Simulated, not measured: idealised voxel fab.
Module name: voxel plated lines (process module)
Xsec cut, 230 nm wide, square cell size 5 nm.
Cross-sections here: square-cell grids, written as top-down lists of bands, a band being one or more rows of cells. Top height, bottom height, nm. Materials left to right, width each, nm. Single material + "all across" = fills band edge to edge. "empty" = empty. Convention: height 0 is the level below which the wafer, as received, is all one material. The lowest band does not terminate at the bottom but continues downward, represented as "from 0 down". Quick explanation for "30 to 40": the width changes in equal steps down the rows of cells, from the first number in the band's top row to the second number in its bottom row. "no change" after a step means that no cell of the cross-section changed. The entry titled "Fully enclosed voids" provides the empty spaces that have no open way to the top, restricted to those of 8 cells or more. Each is presented as width x height at distance, the distance being measured from the left edge, with all three in nm. Note: text after step settings on the step line = simulator remark on that step. "overlay nm" answers the question of how far to the right of plan the mask lay on a step that has a mask, and when it is negative the answer is to the left. Reading guide: pairs of cross-sections, before and after one process step; after view cut off at lowest changed band; step and settings listed under each pair. Pairs may stem from different runs of this module on the same starting wafer; continuity with the pair above only where the "Pre-process state" entry states it.

[Pre-process state]
    from 30 to 10  35 nm Ru | 20 nm empty | 25 nm Ru | 20 nm empty | 25 nm Ru | 20 nm empty | 25 nm Ru | 20 nm empty | 40 nm Ru
    from 10 to 5  35 nm TiN | 20 nm empty | 25 nm TiN | 20 nm empty | 25 nm TiN | 20 nm empty | 25 nm TiN | 20 nm empty | 40 nm TiN
    from 5 to 0  Al2O3 all across
    from 0 down  Si all across
    Fully enclosed voids: none

[Post-Step Appearance]
    from 35 to 30  40 nm SiO2 | 10 nm empty | 35 nm SiO2 | 10 nm empty | 35 nm SiO2 | 10 nm empty | 35 nm SiO2 | 10 nm empty | 45 nm SiO2
    from 30 to 10  35 nm Ru | 5 nm SiO2 | 10 nm empty | 5 nm SiO2 | 25 nm Ru | 5 nm SiO2 | 10 nm empty | 5 nm SiO2 | 25 nm Ru | 5 nm SiO2 | 10 nm empty | 5 nm SiO2 | 25 nm Ru | 5 nm SiO2 | 10 nm empty | 5 nm SiO2 | 40 nm Ru
    from 10 to 5  35 nm TiN | 20 nm SiO2 | 25 nm TiN | 20 nm SiO2 | 25 nm TiN | 20 nm SiO2 | 25 nm TiN | 20 nm SiO2 | 40 nm TiN
    Below 5, the layers are the same as they were.
    Fully enclosed voids: none
So what happened between those two cross-sections up there? CONFORMAL_DEP,material SiO2,thk nm 5
